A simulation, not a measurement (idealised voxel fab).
Presented below is a process module, voxel ribs on slabs.
Square cells of 5 nm make up the cross-section cut, whose width is 190 nm.
Cross-section layout: square cells on a grid; listed as bands, top to bottom; a band spans one or more cell rows. In this notation a band is specified by the heights of its top and bottom, in that order and in nm, after which its materials appear from left to right, each paired with its width in nm. The word "throughout" attached to a single material means that material fills the band from edge to edge; the word "air" stands for empty space. The level at which height equals 0 is the one under which the wafer, as it arrives, is entirely one material. No lower edge exists for the bottom band, which continues downward and is notated as in "z 0 and below". Top row gets the first number, bottom row gets the second, and each row in between changes by the same step: that is how a band width like "30->40" works. You'll sometimes find "changes: none" written for a step, and that's the way of saying that nowhere in the cross-section did a cell change during that step. "Closed void catalog" enumerates empty spaces isolated from the top, with no open way to it, that contain at least 8 cells, giving each as width x height at distance from the left edge, all three in nm. What comes after the settings on a step's line is commentary from the simulator itself on that step. What "overlay nm" on a step's line means: if the step has a mask, that mask lay this far to the right of its planned place, or, when the value is negative, to the left.
Planned step list for the process:
step 1: RECEIVE | material Si
step 2: DIRECTIONAL_DEP | material SiO2 | thk nm 30
step 3: DIRECTIONAL_DEP | material polySi | thk nm 20
step 4: PATTERN | tone cover | mask id RIB | material resist | width nm 30 | thk nm 20 | overlay nm 0
step 5: DIRECTIONAL_ETCH | etch materials polySi | depth nm 15
step 6: STRIP | etch materials resist
step 7: PATTERN | tone cover | mask id SLAB | material resist | width nm 80 | thk nm 15 | overlay nm 0
step 8: DIRECTIONAL_ETCH | etch materials polySi | depth nm 5
step 9: STRIP | etch materials resist
step 10: FILL_DEP | material SiO2 | thk nm 20
step 11: CMP | height nm 60
step 12: DIRECTIONAL_DEP | material W | thk nm 5
step 13: MASKED_ETCH | tone cover | mask id HEATER | width nm 40 | etch materials W | depth nm 5 | overlay nm 0
step 14: CONFORMAL_DEP | material SiO2 | thk nm 5
This is the cross-section of the wafer as we received it, i.e. after step 1:
> z 0 and below | Si throughout
> Closed void catalog: none
Cross-section taken at module completion on the first of two wafers; processed per the plan:
> z 70 to 65 | air=70 / SiO2=50 / air=70
> z 65 to 60 | SiO2=75 / W=40 / SiO2=75
> z 60 to 50 | SiO2 throughout
> z 50 to 35 | SiO2=80 / polySi=30 / SiO2=80
> z 35 to 30 | SiO2=55 / polySi=80 / SiO2=55
> z 30 to 0 | SiO2 throughout
> z 0 and below | Si throughout
> Closed void catalog: none
Cross-sectional view: second of two wafers, end of module; start and plan identical to the first, one mistake in running:
> z 70 to 65 | air=70 / SiO2=50 / air=70
> z 65 to 60 | SiO2=75 / W=40 / SiO2=75
> z 60 to 45 | SiO2 throughout
> z 45 to 35 | SiO2=80 / polySi=30 / SiO2=80
> z 35 to 30 | polySi=55 / SiO2=25 / polySi=30 / SiO2=25 / polySi=55
> z 30 to 0 | SiO2 throughout
> z 0 and below | Si throughout
> Closed void catalog: none
Short version of what went wrong: heads up, step 7 didn't go per plan, it actually ran as PATTERN | tone open | mask id SLAB | material resist | width nm 80 | thk nm 15 | overlay nm 0
Wrapping up, a cell-based count of both wafers puts the second over or under the first for these materials: SiO2 -6 | polySi +6
